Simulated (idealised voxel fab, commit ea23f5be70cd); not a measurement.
Module name: voxel gate over fins (process module)
In the cross-section labelled cut, the width is 265 nm and each square cell is 5 nm.
Cross-section = grid of square cells, listed top down in bands; band = one or more rows. Top, bottom (nm), then materials left to right with widths (nm); lone material tagged "full width" fills the whole band edge to edge; "blank" = empty space. Where do heights start? At 0: under that level the wafer as delivered is made of one material only. And the lowest band has no floor; it just carries on downward, as in "z 0 and below". A two-number width, for instance "30..40", indicates that the width is equal to the first number in the top row of the band and to the second number in the bottom row, and that it changes by a constant amount per row of cells. Where the words "nothing altered" appear for a step, the cross-section shows no cell changed by that step; every cell remained as before. Look at "Completely enclosed voids" for the closed voids: empty spaces with no open path to the top, sized 8 cells or up. Each is width x height at distance, distance from the left edge, all nm. after a step's settings: what the simulator itself notes on the step. "overlay nm" denotes, for a step that has a mask, the displacement of the mask to the right of its planned place, with negative values corresponding to the left.

Process steps foreseen in the plan
1 RECEIVE,material Si
2 CONFORMAL_DEP,material SiN,thk nm 5
3 MASKED_ETCH,tone cover,mask id FINS,width nm 15,pitch nm 50,etch materials SiN,depth nm 5,overlay nm 0
4 MASKED_ETCH,tone cover,mask id FINS,width nm 15,pitch nm 50,etch materials Si,depth nm 35,overlay nm 0
5 FILL_DEP,material SiO2,thk nm 5
6 CMP,height nm 5
7 DIRECTIONAL_DEP,material aC,thk nm 15
8 PATTERN,tone open,mask id RAIL,material resist,width nm 15,thk nm 35,overlay nm 0
9 DIRECTIONAL_ETCH,etch materials aC,depth nm 15
10 STRIP,etch materials resist
11 DIRECTIONAL_ETCH,etch materials SiO2,depth nm 35
12 STRIP,etch materials aC
13 CONFORMAL_DEP,material TiN,thk nm 5
14 FILL_DEP,material W,thk nm 5
15 CMP,height nm 5
16 SELECTIVE_ETCH,etch materials W Ru TiN,depth nm 30
17 FILL_DEP,material SiO2,thk nm 5
18 CMP,height nm 5
19 SELECTIVE_ETCH,etch materials SiO2,depth nm 20
20 STRIP,etch materials SiN
21 CONFORMAL_DEP,material HfO2,thk nm 5
22 CONFORMAL_DEP,material TiN,thk nm 5
23 FILL_DEP,material W,thk nm 15
24 CMP,height nm 20
25 CONFORMAL_DEP,material SiN,thk nm 10

Step 1 complete: cross-section of the wafer as received
* z 0 and below  Si full width
* Completely enclosed voids: none

This is how the wafer looks in cross-section once the module is done, given the starting state and plan above and one mistake in carrying the plan out
* z 30 to 20  SiN full width
* z 20 to 10  W full width
* z 10 to 5  W (65), TiN (35), W (15), TiN (35), W (15), TiN (35), W (65)
* z 5 to 0  W (65), TiN (5), HfO2 (25), TiN (5), W (15), TiN (5), HfO2 (25), TiN (5), W (15), TiN (5), HfO2 (25), TiN (5), W (65)
* z 0 to -5  W (65), TiN (5), HfO2 (5), Si (15), HfO2 (5), TiN (5), W (15), TiN (5), HfO2 (5), Si (15), HfO2 (5), TiN (5), W (15), TiN (5), HfO2 (5), Si (15), HfO2 (5), TiN (5), W (65)
* z -5 to -10  TiN (70), HfO2 (5), Si (15), HfO2 (5), TiN (25), HfO2 (5), Si (15), HfO2 (5), TiN (25), HfO2 (5), Si (15), HfO2 (5), TiN (70)
* z -10 to -15  HfO2 (75), Si (15), HfO2 (35), Si (15), HfO2 (35), Si (15), HfO2 (75)
* z -15 to -25  SiO2 (75), Si (15), SiO2 (35), Si (15), SiO2 (35), Si (15), SiO2 (75)
* z -25 to -30  SiO2 (75), Si (15), SiO2 (5), TiN (25), SiO2 (5), Si (15), SiO2 (35), Si (15), SiO2 (75)
* z -30 to -35  SiO2 (75), Si (15), SiO2 (35), Si (15), SiO2 (35), Si (15), SiO2 (75)
* z -35 and below  Si full width
* Completely enclosed voids: none
What was done differently from what was planned? off-plan run, step 8, actual operation and settings PATTERN,tone open,mask id RAIL,material resist,width nm 25,thk nm 35,overlay nm 0
